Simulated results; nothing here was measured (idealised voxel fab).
This section sets out a process module, namely voxel transistor to metal.
Square cells of 5 nm make up the cross-section cut, whose width is 270 nm.
In what follows, cross-sections appear as grids of square cells, described through bands that run from the top down, where every band is one or more rows of cells.
Heads up on the band format: heights come first, top then bottom, in nm. After that it's the materials left to right, each with its width in nm. A single material flagged "full width" fills the whole band edge to edge, and "air" means there's empty space there.
Beneath 0, the wafer as received is one material, and that level is where height counting begins. The lowest band goes on downward without a bottom; it is written like "0 nm and below".
Per-row width for "30 to 40": begins at first number (top row of band), ends at second number (bottom row), increment between rows held constant.
Basically "identical to before" means that step didn't change any cell in the cross-section.
Empty spaces counting at least 8 cells and having no open way to the top are listed in "Unvented cavities". The notation width x height at distance is used for each, the distance being from the left edge and all three values in nm.
Anything after a step's settings on that line? It's the simulator's own note about the step.
A step line may carry the setting "overlay nm", which, for steps involving a mask, states the distance by which the mask lay to the right of its intended position; negative values denote displacement to the left.
Planned step list for the process
1 RECEIVE with material Si
2 OXIDIZE with depth nm 5
3 CONFORMAL_DEP with material SiN, thk nm 10
4 MASKED_ETCH with tone cover, mask id ACTIVE, width nm 95, pitch nm 115, etch materials SiN, depth nm 10, overlay nm 0
5 MASKED_ETCH with tone cover, mask id ACTIVE, width nm 95, pitch nm 115, etch materials SiO2, depth nm 5, overlay nm 0
6 MASKED_ETCH with tone cover, mask id ACTIVE, width nm 95, pitch nm 115, etch materials Si, depth nm 25, overlay nm 0
7 OXIDIZE with depth nm 5
8 FILL_DEP with material SiO2, thk nm 10
9 CMP with height nm 10
10 SELECTIVE_ETCH with etch materials SiO2, depth nm 5
11 STRIP with etch materials SiN
12 SELECTIVE_ETCH with etch materials SiO2, depth nm 5
13 OXIDIZE with depth nm 5
14 DIRECTIONAL_DEP with material polySi, thk nm 30
15 DIRECTIONAL_DEP with material SiCN, thk nm 10
16 MASKED_ETCH with tone cover, mask id GATE, width nm 15, pitch nm 115, etch materials SiCN, depth nm 20, overlay nm 0
17 MASKED_ETCH with tone cover, mask id GATE, width nm 15, pitch nm 115, etch materials polySi, depth nm 40, overlay nm 0
18 CONFORMAL_DEP with material SiO2, thk nm 5
19 DIRECTIONAL_ETCH with etch materials SiO2, depth nm 5
20 CONFORMAL_DEP with material SiN, thk nm 10
21 DIRECTIONAL_ETCH with etch materials SiN, depth nm 10
22 DIRECTIONAL_ETCH with etch materials SiO2, depth nm 5
23 DIRECTIONAL_ETCH with etch materials Si, depth nm 15
24 EPI with material nSi, thk nm 15
25 FILL_DEP with material SiO2, thk nm 10
26 CMP with height nm 35
27 DIRECTIONAL_DEP with material SiO2, thk nm 15
28 DIRECTIONAL_DEP with material aC, thk nm 15
29 PATTERN with tone open, mask id CONTACT, material resist, width nm 30, thk nm 35, overlay nm 0
30 DIRECTIONAL_ETCH with etch materials aC, depth nm 15
31 STRIP with etch materials resist
32 DIRECTIONAL_ETCH with etch materials SiO2, depth nm 45
33 STRIP with etch materials aC
34 CONFORMAL_DEP with material TiN, thk nm 5
35 FILL_DEP with material W, thk nm 10
36 CMP with height nm 50
37 DIRECTIONAL_DEP with material TiN, thk nm 5
38 DIRECTIONAL_DEP with material Ru, thk nm 15
39 MASKED_ETCH with tone cover, mask id METAL_1, width nm 15, etch materials Ru, depth nm 15, overlay nm 0
40 MASKED_ETCH with tone cover, mask id METAL_1, width nm 15, etch materials TiN, depth nm 5, overlay nm 0
41 CONFORMAL_DEP with material SiCN, thk nm 5
42 FILL_DEP with material SiO2, thk nm 5
43 CMP with height nm 70
44 CONFORMAL_DEP with material SiCN, thk nm 5
Incoming wafer in cross-section (state: after step 1)
  0 nm and below = Si full width
  Unvented cavities: none
Cross-sectional image of the first of two wafers at the end of the module, the run having proceeded as planned
  75 nm to 70 nm = SiCN full width
  70 nm to 55 nm = SiO2 (30); SiCN (5); Ru (15); SiCN (5); SiO2 (45); SiCN (5); Ru (15); SiCN (5); SiO2 (20); SiCN (5); Ru (15); SiCN (5); SiO2 (45); SiCN (5); Ru (15); SiCN (5); SiO2 (30)
  55 nm to 50 nm = SiCN (35); TiN (15); SiCN (55); TiN (15); SiCN (30); TiN (15); SiCN (55); TiN (15); SiCN (35)
  50 nm to 40 nm = SiO2 (35); TiN (5); W (20); TiN (5); SiO2 (25); TiN (5); W (20); TiN (5); SiO2 (30); TiN (5); W (20); TiN (5); SiO2 (25); TiN (5); W (20); TiN (5); SiO2 (35)
  40 nm to 35 nm = SiO2 (35); TiN (5); W (10); TiN (15); SiO2 (25); TiN (15); W (10); TiN (5); SiO2 (30); TiN (5); W (10); TiN (15); SiO2 (25); TiN (15); W (10); TiN (5); SiO2 (35)
  35 nm to 25 nm = SiO2 (35); TiN (5); W (10); TiN (5); SiN (10); SiO2 (5); SiCN (15); SiO2 (5); SiN (10); TiN (5); W (10); TiN (5); SiO2 (30); TiN (5); W (10); TiN (5); SiN (10); SiO2 (5); SiCN (15); SiO2 (5); SiN (10); TiN (5); W (10); TiN (5); SiO2 (35)
  25 nm to 10 nm = SiO2 (35); TiN (5); W (10); TiN (5); SiN (10); SiO2 (5); polySi (15); SiO2 (5); SiN (10); TiN (5); W (10); TiN (5); SiO2 (30); TiN (5); W (10); TiN (5); SiN (10); SiO2 (5); polySi (15); SiO2 (5); SiN (10); TiN (5); W (10); TiN (5); SiO2 (35)
  10 nm to 5 nm = SiO2 (35); TiN (20); SiN (10); SiO2 (5); polySi (15); SiO2 (5); SiN (10); TiN (20); SiO2 (30); TiN (20); SiN (10); SiO2 (5); polySi (15); SiO2 (5); SiN (10); TiN (20); SiO2 (35)
  5 nm to 0 nm = SiO2 (35); nSi (20); SiN (10); SiO2 (5); polySi (15); SiO2 (5); SiN (10); nSi (20); SiO2 (30); nSi (20); SiN (10); SiO2 (5); polySi (15); SiO2 (5); SiN (10); nSi (20); SiO2 (35)
  0 nm to -5 nm = SiO2 (30); SiN (10); nSi (15); SiN (10); SiO2 (5); polySi (15); SiO2 (5); SiN (10); nSi (15); SiN (10); SiO2 (20); SiN (10); nSi (15); SiN (10); SiO2 (5); polySi (15); SiO2 (5); SiN (10); nSi (15); SiN (10); SiO2 (30)
  -5 nm to -10 nm = SiO2 (40); nSi (15); SiO2 (45); nSi (15); SiO2 (40); nSi (15); SiO2 (45); nSi (15); SiO2 (40)
  -10 nm to -25 nm = SiO2 (35); Si (5); nSi (15); Si (45); nSi (15); Si (5); SiO2 (30); Si (5); nSi (15); Si (45); nSi (15); Si (5); SiO2 (35)
  -25 nm to -35 nm = SiO2 (35); Si (85); SiO2 (30); Si (85); SiO2 (35)
  -35 nm and below = Si full width
  Unvented cavities: none
Module end: cross-section of wafer two of two. Same start and process plan as the first wafer. One mistake during execution
  75 nm to 70 nm = SiCN full width
  70 nm to 55 nm = SiO2 (30); SiCN (5); Ru (15); SiCN (5); SiO2 (45); SiCN (5); Ru (15); SiCN (5); SiO2 (20); SiCN (5); Ru (15); SiCN (5); SiO2 (45); SiCN (5); Ru (15); SiCN (5); SiO2 (30)
  55 nm to 50 nm = SiCN (35); TiN (15); SiCN (55); TiN (15); SiCN (30); TiN (15); SiCN (55); TiN (15); SiCN (35)
  50 nm to 40 nm = SiO2 (35); TiN (5); W (20); TiN (5); SiO2 (25); TiN (5); W (20); TiN (5); SiO2 (30); TiN (5); W (20); TiN (5); SiO2 (25); TiN (5); W (20); TiN (5); SiO2 (35)
  40 nm to 35 nm = SiO2 (35); TiN (5); W (10); TiN (15); SiO2 (25); TiN (15); W (10); TiN (5); SiO2 (30); TiN (5); W (10); TiN (15); SiO2 (25); TiN (15); W (10); TiN (5); SiO2 (35)
  35 nm to 25 nm = SiO2 (35); TiN (5); W (10 to 5); TiN (5 to 10); SiN (10); SiO2 (5); SiCN (15); SiO2 (5); SiN (10); TiN (5 to 10); W (10 to 5); TiN (5); SiO2 (30); TiN (5); W (10 to 5); TiN (5 to 10); SiN (10); SiO2 (5); SiCN (15); SiO2 (5); SiN (10); TiN (5 to 10); W (10 to 5); TiN (5); SiO2 (35)
  25 nm to 10 nm = SiO2 (35); TiN (5); W (5); TiN (5); SiN (10); SiO2 (5); polySi (25); SiO2 (5); SiN (10); TiN (5); W (5); TiN (5); SiO2 (30); TiN (5); W (5); TiN (5); SiN (10); SiO2 (5); polySi (25); SiO2 (5); SiN (10); TiN (5); W (5); TiN (5); SiO2 (35)
  10 nm to 5 nm = SiO2 (35); TiN (15); SiN (10); SiO2 (5); polySi (25); SiO2 (5); SiN (10); TiN (15); SiO2 (30); TiN (15); SiN (10); SiO2 (5); polySi (25); SiO2 (5); SiN (10); TiN (15); SiO2 (35)
  5 nm to 0 nm = SiO2 (35); nSi (15); SiN (10); SiO2 (5); polySi (25); SiO2 (5); SiN (10); nSi (15); SiO2 (30); nSi (15); SiN (10); SiO2 (5); polySi (25); SiO2 (5); SiN (10); nSi (15); SiO2 (35)
  0 nm to -5 nm = SiO2 (30); SiN (10); nSi (10); SiN (10); SiO2 (5); polySi (25); SiO2 (5); SiN (10); nSi (10); SiN (10); SiO2 (20); SiN (10); nSi (10); SiN (10); SiO2 (5); polySi (25); SiO2 (5); SiN (10); nSi (10); SiN (10); SiO2 (30)
  -5 nm to -10 nm = SiO2 (40); nSi (10); SiO2 (55); nSi (10); SiO2 (40); nSi (10); SiO2 (55); nSi (10); SiO2 (40)
  -10 nm to -25 nm = SiO2 (35); Si (5); nSi (10); Si (55); nSi (10); Si (5); SiO2 (30); Si (5); nSi (10); Si (55); nSi (10); Si (5); SiO2 (35)
  -25 nm to -35 nm = SiO2 (35); Si (85); SiO2 (30); Si (85); SiO2 (35)
  -35 nm and below = Si full width
  Unvented cavities: none
Heads up, the wafer didn't run the way we planned it: rather than as planned, step 17 actually ran as MASKED_ETCH with tone cover, mask id GATE, width nm 25, pitch nm 115, etch materials polySi, depth nm 40, overlay nm 0
At the finish, the second wafer shows more or fewer cells for some materials than the first does: 12 more of Si, 4 more of SiO2, 16 fewer of W, 24 fewer of nSi, 24 more of polySi
